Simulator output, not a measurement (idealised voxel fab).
Process module name: voxel self aligned contacts
Xsec cut, 270 nm wide, square cell size 5 nm.
In this document a cross-section is written as a grid of square cells. It is given as a series of bands, listed from the top down, and a band is one or more rows of cells.
Basically the band line says how high the top is and how high the bottom is, in nm, and then what's in it from left to right, every material with its width in nm. Empty space shows up as "blank", and if a single material carries "full width" it runs the full band edge to edge.
Heads up on the height convention: 0 is the point under which the incoming wafer is all one material, and the lowest band has no bottom, it just keeps going down, like "0 and below".
Width: "30..40" (first number = top row, second number = bottom row, same change from row to row of cells).
It should be understood that the words "no change", when stated for a given step, signify that the cross-section underwent no change in any of its cells during that step.
"Closed void list": empty spaces of 8 cells or more with no open way to the top, each given as width x height at distance, distance from the left edge, all in nm.
Where a step's line continues beyond its settings, the continuation is a remark by the simulator itself on that step.
overlay nm: where the mask lay relative to plan, measured to the right, on steps with a mask; negatives go left.
-- Steps in the process plan
| 1 | RECEIVE | material Si |
| 2 | OXIDIZE | depth nm 5 |
| 3 | DIRECTIONAL_DEP | material polySi | thk nm 30 |
| 4 | DIRECTIONAL_DEP | material SiN | thk nm 20 |
| 5 | DIRECTIONAL_DEP | material aC | thk nm 15 |
| 6 | PATTERN | tone cover | mask id GATE | material resist | width nm 25 | pitch nm 55 | thk nm 30 | overlay nm 0 |
| 7 | DIRECTIONAL_ETCH | etch materials aC | depth nm 15 |
| 8 | STRIP | etch materials resist |
| 9 | DIRECTIONAL_ETCH | etch materials SiN | depth nm 20 |
| 10 | DIRECTIONAL_ETCH | etch materials polySi | depth nm 30 |
| 11 | STRIP | etch materials aC |
| 12 | CONFORMAL_DEP | material SiN | thk nm 5 |
| 13 | DIRECTIONAL_ETCH | etch materials SiN | depth nm 5 |
| 14 | FILL_DEP | material SiO2 | thk nm 15 |
| 15 | CMP | height nm 60 |
| 16 | MASKED_ETCH | tone open | mask id CONTACT | width nm 40 | etch materials SiO2 | depth nm 65 | overlay nm 0 |
| 17 | CONFORMAL_DEP | material TiN | thk nm 5 |
| 18 | FILL_DEP | material W | thk nm 5 |
| 19 | CMP | height nm 60 |
| 20 | CONFORMAL_DEP | material SiCN | thk nm 5 |
-- Wafer cross-section on receipt, i.e. after step 1
    0 and below: Si full width
    Closed void list: none
-- First of two wafers at the end of the module, shown in cross-section; run carried out as planned
    65 down to 60: SiCN full width
    60 down to 50: SiO2 (115) | TiN (5..15) | W (30..10) | TiN (5..15) | SiO2 (115)
    50 down to 30: SiO2 (90) | SiN (35) | TiN (5) | W (10) | TiN (5) | SiN (35) | SiO2 (90)
    30 down to 0: SiO2 (90) | SiN (5) | polySi (25) | SiN (5) | TiN (5) | W (10) | TiN (5) | SiN (5) | polySi (25) | SiN (5) | SiO2 (90)
    0 down to -5: SiO2 (125) | TiN (20) | SiO2 (125)
    -5 and below: Si full width
    Closed void list: none
-- Presented here is a cross-section of the second of the two wafers as it stood at the end of the module. It was started in the same manner and assigned the same plan as the first wafer; however, one mistake was made in its execution
    65 down to 60: SiCN full width
    60 down to 55: SiO2 (90) | SiN (35) | TiN (5) | W (10) | TiN (5) | SiN (35) | SiO2 (90)
    55 down to 50: SiO2 (90) | SiN (35) | TiN (20) | SiN (35) | SiO2 (90)
    50 down to 30: SiN full width
    30 down to 0: polySi full width
    0 down to -5: SiO2 full width
    -5 and below: Si full width
    Closed void list: none
Which mistake was made when the wafer was run? step 4 of the plan was executed twice over
Count the cells at the end and the second wafer has more or fewer of some materials than the first: 164 more of SiN, 376 fewer of SiO2, 26 fewer of TiN, 26 fewer of W, 264 more of polySi
